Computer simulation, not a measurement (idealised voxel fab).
process module | voxel trench capacitor
cross-section cut | 255 nm wide | cells 5 nm
A cross-section is a grid of square cells, given in bands from the top down. A band is one or more rows of cells.
Each band's line starts with the height of the band's top and of its bottom, in nm. Then come its materials from left to right, each with its width in nm. One material with "throughout" fills the band from edge to edge. "air" is empty space.
Height 0 is the level under which the wafer as received is all one material. The lowest band goes on downwards, as in "0 down".
A width such as "30 to 40" changes by the same amount from each row of cells to the next, from the band's top row to its bottom row.
"no change" after a step means that no cell of the cross-section changed.
closed voids: empty space of 8 cells or more with no open way to the top, each as width x height at its distance from the left edge, in nm
after a step's settings: what the simulator itself notes on the step
overlay nm, on a step with a mask: how far to the right of its planned place the mask lay; to the left if negative
plan
1 op RECEIVE | material Si
2 op CONFORMAL_DEP | material SiN | thk nm 5
3 op PATTERN | tone open | mask id TRENCH | material resist | width nm 25 | pitch nm 50 | thk nm 20 | overlay nm 0
4 op DIRECTIONAL_ETCH | etch materials SiN | depth nm 5
5 op DIRECTIONAL_ETCH | etch materials Si | depth nm 30
6 op STRIP | etch materials resist
7 op CONFORMAL_DEP | material HfO2 | thk nm 5
8 op CONFORMAL_DEP | material TiN | thk nm 5
9 op FILL_DEP | material W | thk nm 10
10 op CMP | height nm 5
as received, after step 1
  0 down: Si throughout
  closed voids: none
a wafer at the end: this start, this plan, one mistake
  5 to 0: SiN 65 | HfO2 5 | TiN 5 | W 5 | TiN 5 | HfO2 5 | SiN 25 | HfO2 5 | TiN 5 | W 5 | TiN 5 | HfO2 5 | SiN 25 | HfO2 5 | TiN 5 | W 5 | TiN 5 | HfO2 5 | SiN 65
  0 to -50: Si 65 | HfO2 5 | TiN 5 | W 5 | TiN 5 | HfO2 5 | Si 25 | HfO2 5 | TiN 5 | W 5 | TiN 5 | HfO2 5 | Si 25 | HfO2 5 | TiN 5 | W 5 | TiN 5 | HfO2 5 | Si 65
  -50 to -55: Si 65 | HfO2 5 | TiN 15 | HfO2 5 | Si 25 | HfO2 5 | TiN 15 | HfO2 5 | Si 25 | HfO2 5 | TiN 15 | HfO2 5 | Si 65
  -55 to -60: Si 65 | HfO2 25 | Si 25 | HfO2 25 | Si 25 | HfO2 25 | Si 65
  -60 down: Si throughout
  closed voids: none
what went wrong: step 5 was run twice
